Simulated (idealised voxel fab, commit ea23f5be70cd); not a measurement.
process module | voxel wiring stack
cross-section cut | 250 nm wide | cells 5 nm
A cross-section is a grid of square cells, given in bands from the top down. A band is one or more rows of cells.
Each band's line starts with the height of the band's top and of its bottom, in nm. Then come its materials from left to right, each with its width in nm. One material with "throughout" fills the band from edge to edge. "air" is empty space.
Height 0 is the level under which the wafer as received is all one material. The lowest band goes on downwards, as in "0 down".
A width such as "30 to 40" changes by the same amount from each row of cells to the next, from the band's top row to its bottom row.
"no change" after a step means that no cell of the cross-section changed.
closed voids: empty space of 8 cells or more with no open way to the top, each as width x height at its distance from the left edge, in nm
after a step's settings: what the simulator itself notes on the step
overlay nm, on a step with a mask: how far to the right of its planned place the mask lay; to the left if negative
plan
1 op RECEIVE | material Si
2 op CONFORMAL_DEP | material SiO2 | thk nm 10
3 op DIRECTIONAL_DEP | material TiN | thk nm 5
4 op DIRECTIONAL_DEP | material Ru | thk nm 20
5 op DIRECTIONAL_DEP | material aC | thk nm 15
6 op PATTERN | tone cover | mask id METAL_1 | material resist | width nm 30 | pitch nm 55 | thk nm 30 | overlay nm 0
7 op DIRECTIONAL_ETCH | etch materials aC | depth nm 15
8 op STRIP | etch materials resist
9 op DIRECTIONAL_ETCH | etch materials Ru | depth nm 20
10 op DIRECTIONAL_ETCH | etch materials TiN | depth nm 5
11 op STRIP | etch materials aC
12 op FILL_DEP | material SiO2 | thk nm 5
13 op CMP | height nm 35
14 op CONFORMAL_DEP | material SiCN | thk nm 5
15 op DIRECTIONAL_DEP | material SiO2 | thk nm 10
16 op PATTERN | tone open | mask id PLUG_1 | material resist | width nm 15 | pitch nm 55 | thk nm 15 | overlay nm 0
17 op DIRECTIONAL_ETCH | etch materials SiO2 | depth nm 10
18 op DIRECTIONAL_ETCH | etch materials SiCN | depth nm 5
19 op STRIP | etch materials resist
20 op CONFORMAL_DEP | material TiN | thk nm 5
21 op FILL_DEP | material W | thk nm 10
22 op CMP | height nm 50
23 op DIRECTIONAL_DEP | material TiN | thk nm 5
24 op DIRECTIONAL_DEP | material W | thk nm 20
25 op PATTERN | tone cover | mask id METAL_2 | material resist | width nm 30 | pitch nm 55 | thk nm 15 | overlay nm 0
26 op DIRECTIONAL_ETCH | etch materials W | depth nm 20
27 op DIRECTIONAL_ETCH | etch materials TiN | depth nm 5
28 op STRIP | etch materials resist
29 op CONFORMAL_DEP | material SiCN | thk nm 5
30 op FILL_DEP | material SiO2 | thk nm 10
31 op CMP | height nm 75
32 op CONFORMAL_DEP | material SiCN | thk nm 5
33 op DIRECTIONAL_DEP | material SiO2 | thk nm 30
34 op DIRECTIONAL_DEP | material aC | thk nm 10
35 op PATTERN | tone open | mask id METAL_3 | material resist | width nm 30 | pitch nm 55 | thk nm 25 | overlay nm 0
36 op DIRECTIONAL_ETCH | etch materials aC | depth nm 10
37 op STRIP | etch materials resist
38 op DIRECTIONAL_ETCH | etch materials SiO2 | depth nm 15
39 op STRIP | etch materials aC
40 op PATTERN | tone open | mask id METAL_3_HOLES | material resist | width nm 15 | pitch nm 55 | thk nm 15 | overlay nm 0
41 op DIRECTIONAL_ETCH | etch materials SiO2 | depth nm 15
42 op DIRECTIONAL_ETCH | etch materials SiCN | depth nm 5
43 op STRIP | etch materials resist
44 op CONFORMAL_DEP | material TiN | thk nm 5
45 op FILL_DEP | material Cu | thk nm 10
46 op CMP | height nm 110
47 op CONFORMAL_DEP | material SiCN | thk nm 5
as received, after step 1
  0 down: Si throughout
  closed voids: none
first wafer at the end, as planned
  115 to 110: SiCN throughout
  110 to 100: SiO2 55 | TiN 5 | Cu 20 | TiN 5 | SiO2 25 | TiN 5 | Cu 20 | TiN 5 | SiO2 25 | TiN 5 | Cu 20 | TiN 5 | SiO2 55
  100 to 95: SiO2 55 | TiN 5 | Cu 5 | TiN 20 | SiO2 25 | TiN 5 | Cu 5 | TiN 20 | SiO2 25 | TiN 5 | Cu 5 | TiN 20 | SiO2 55
  95 to 80: SiO2 55 | TiN 5 | Cu 5 | TiN 5 | SiO2 40 | TiN 5 | Cu 5 | TiN 5 | SiO2 40 | TiN 5 | Cu 5 | TiN 5 | SiO2 70
  80 to 75: SiCN 55 | TiN 15 | SiCN 40 | TiN 15 | SiCN 40 | TiN 15 | SiCN 70
  75 to 55: SiO2 50 | SiCN 5 | W 30 | SiCN 5 | SiO2 15 | SiCN 5 | W 30 | SiCN 5 | SiO2 15 | SiCN 5 | W 30 | SiCN 5 | SiO2 50
  55 to 50: SiCN 55 | TiN 30 | SiCN 25 | TiN 30 | SiCN 25 | TiN 30 | SiCN 55
  50 to 40: SiO2 55 | TiN 5 | W 5 | TiN 5 | SiO2 40 | TiN 5 | W 5 | TiN 5 | SiO2 40 | TiN 5 | W 5 | TiN 5 | SiO2 70
  40 to 35: SiCN 55 | TiN 15 | SiCN 40 | TiN 15 | SiCN 40 | TiN 15 | SiCN 70
  35 to 15: SiO2 55 | Ru 30 | SiO2 25 | Ru 30 | SiO2 25 | Ru 30 | SiO2 55
  15 to 10: SiO2 55 | TiN 30 | SiO2 25 | TiN 30 | SiO2 25 | TiN 30 | SiO2 55
  10 to 0: SiO2 throughout
  0 down: Si throughout
  closed voids: none
second wafer at the end: like start, like plan, one mistake
  115 to 110: SiCN throughout
  110 to 100: SiO2 55 | TiN 5 | Cu 20 | TiN 5 | SiO2 25 | TiN 5 | Cu 20 | TiN 5 | SiO2 25 | TiN 5 | Cu 20 | TiN 5 | SiO2 55
  100 to 95: SiO2 55 | TiN 5 | Cu 5 | TiN 20 | SiO2 25 | TiN 5 | Cu 5 | TiN 20 | SiO2 25 | TiN 5 | Cu 5 | TiN 20 | SiO2 55
  95 to 80: SiO2 55 | TiN 5 | Cu 5 | TiN 5 | SiO2 40 | TiN 5 | Cu 5 | TiN 5 | SiO2 40 | TiN 5 | Cu 5 | TiN 5 | SiO2 70
  80 to 75: SiCN 55 | TiN 15 | SiCN 40 | TiN 15 | SiCN 40 | TiN 15 | SiCN 70
  75 to 55: SiO2 50 | SiCN 5 | W 30 | SiCN 5 | SiO2 15 | SiCN 5 | W 30 | SiCN 5 | SiO2 15 | SiCN 5 | W 30 | SiCN 5 | SiO2 50
  55 to 50: SiCN 55 | TiN 30 | SiCN 25 | TiN 30 | SiCN 25 | TiN 30 | SiCN 55
  50 to 40: SiO2 55 | TiN 5 | W 5 | TiN 5 | SiO2 40 | TiN 5 | W 5 | TiN 5 | SiO2 40 | TiN 5 | W 5 | TiN 5 | SiO2 70
  40 to 35: SiCN 55 | TiN 15 | SiCN 40 | TiN 15 | SiCN 40 | TiN 15 | SiCN 70
  35 to 15: SiO2 60 | Ru 25 | SiO2 30 | Ru 25 | SiO2 30 | Ru 25 | SiO2 55
  15 to 10: SiO2 60 | TiN 25 | SiO2 30 | TiN 25 | SiO2 30 | TiN 25 | SiO2 55
  10 to 0: SiO2 throughout
  0 down: Si throughout
  closed voids: none
what went wrong: step 6 ran as: op PATTERN | tone cover | mask id METAL_1 | material resist | width nm 25 | pitch nm 55 | thk nm 30 | overlay nm 0
at the end the second wafer has, in cells: 12 fewer of Ru | 15 more of SiO2 | 3 fewer of TiN
